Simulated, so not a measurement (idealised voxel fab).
process module | voxel wiring stack
cross-section cut | 200 nm wide | cells 5 nm
A cross-section is a grid of square cells, given in bands from the top down. A band is one or more rows of cells.
Each band's line starts with the height of the band's top and of its bottom, in nm. Then come its materials from left to right, each with its width in nm. One material with "throughout" fills the band from edge to edge. "air" is empty space.
Height 0 is the level under which the wafer as received is all one material. The lowest band goes on downwards, as in "0 down".
A width such as "30 to 40" changes by the same amount from each row of cells to the next, from the band's top row to its bottom row.
"no change" after a step means that no cell of the cross-section changed.
closed voids: empty space of 8 cells or more with no open way to the top, each as width x height at its distance from the left edge, in nm
after a step's settings: what the simulator itself notes on the step
overlay nm, on a step with a mask: how far to the right of its planned place the mask lay; to the left if negative
plan
1 op RECEIVE | material Si
2 op CONFORMAL_DEP | material SiO2 | thk nm 10
3 op DIRECTIONAL_DEP | material TiN | thk nm 5
4 op DIRECTIONAL_DEP | material Ru | thk nm 25
5 op PATTERN | tone cover | mask id METAL_1 | material resist | width nm 30 | pitch nm 45 | thk nm 20 | overlay nm 0
6 op DIRECTIONAL_ETCH | etch materials Ru | depth nm 25
7 op DIRECTIONAL_ETCH | etch materials TiN | depth nm 5
8 op STRIP | etch materials resist
9 op FILL_DEP | material SiO2 | thk nm 10
10 op CMP | height nm 40
11 op CONFORMAL_DEP | material SiCN | thk nm 5
12 op DIRECTIONAL_DEP | material lowk | thk nm 10
13 op PATTERN | tone open | mask id PLUG_1 | material resist | width nm 15 | pitch nm 45 | thk nm 15 | overlay nm 0
14 op DIRECTIONAL_ETCH | etch materials lowk | depth nm 10
15 op DIRECTIONAL_ETCH | etch materials SiCN | depth nm 5
16 op STRIP | etch materials resist
17 op CONFORMAL_DEP | material TiN | thk nm 5
18 op FILL_DEP | material Cu | thk nm 5
19 op CMP | height nm 55
20 op CONFORMAL_DEP | material SiCN | thk nm 5
21 op DIRECTIONAL_DEP | material lowk | thk nm 25
22 op PATTERN | tone open | mask id METAL_2 | material resist | width nm 30 | pitch nm 45 | thk nm 15 | overlay nm 0
23 op DIRECTIONAL_ETCH | etch materials lowk | depth nm 25
24 op DIRECTIONAL_ETCH | etch materials SiCN | depth nm 5
25 op STRIP | etch materials resist
26 op CONFORMAL_DEP | material TiN | thk nm 5
27 op FILL_DEP | material Ru | thk nm 10
28 op CMP | height nm 85
29 op EPI | material Ru | thk nm 5
30 op FILL_DEP | material SiCN | thk nm 5
as received, after step 1
  0 down: Si throughout
  closed voids: none
first wafer at the end, as planned
  95 to 90: SiCN throughout
  90 to 85: SiCN 35 | Ru 40 | SiCN 5 | Ru 40 | SiCN 5 | Ru 40 | SiCN 35
  85 to 60: lowk 40 | TiN 5 | Ru 20 | TiN 5 | lowk 15 | TiN 5 | Ru 20 | TiN 5 | lowk 15 | TiN 5 | Ru 20 | TiN 5 | lowk 40
  60 to 55: SiCN 40 | TiN 30 | SiCN 15 | TiN 30 | SiCN 15 | TiN 30 | SiCN 40
  55 to 45: lowk 40 | TiN 5 | Cu 5 | TiN 5 | lowk 30 | TiN 5 | Cu 5 | TiN 5 | lowk 30 | TiN 5 | Cu 5 | TiN 5 | lowk 55
  45 to 40: SiCN 40 | TiN 15 | SiCN 30 | TiN 15 | SiCN 30 | TiN 15 | SiCN 55
  40 to 15: SiO2 40 | Ru 30 | SiO2 15 | Ru 30 | SiO2 15 | Ru 30 | SiO2 40
  15 to 10: SiO2 40 | TiN 30 | SiO2 15 | TiN 30 | SiO2 15 | TiN 30 | SiO2 40
  10 to 0: SiO2 throughout
  0 down: Si throughout
  closed voids: none
second wafer at the end: like start, like plan, one mistake
  105 to 100: SiCN throughout
  100 to 90: Ru throughout
  90 to 85: TiN 45 | Ru 20 | TiN 25 | Ru 20 | TiN 25 | Ru 20 | TiN 45
  85 to 60: lowk 40 | TiN 5 | Ru 20 | TiN 5 | lowk 15 | TiN 5 | Ru 20 | TiN 5 | lowk 15 | TiN 5 | Ru 20 | TiN 5 | lowk 40
  60 to 55: SiCN 40 | TiN 30 | SiCN 15 | TiN 30 | SiCN 15 | TiN 30 | SiCN 40
  55 to 45: lowk 40 | TiN 5 | Cu 5 | TiN 5 | lowk 30 | TiN 5 | Cu 5 | TiN 5 | lowk 30 | TiN 5 | Cu 5 | TiN 5 | lowk 55
  45 to 40: SiCN 40 | TiN 15 | SiCN 30 | TiN 15 | SiCN 30 | TiN 15 | SiCN 55
  40 to 15: SiO2 40 | Ru 30 | SiO2 15 | Ru 30 | SiO2 15 | Ru 30 | SiO2 40
  15 to 10: SiO2 40 | TiN 30 | SiO2 15 | TiN 30 | SiO2 15 | TiN 30 | SiO2 40
  10 to 0: SiO2 throughout
  0 down: Si throughout
  closed voids: none
what went wrong: step 28 ran as: op CMP | height nm 95
at the end the second wafer has, in cells: 68 more of Ru | 16 fewer of SiCN | 28 more of TiN
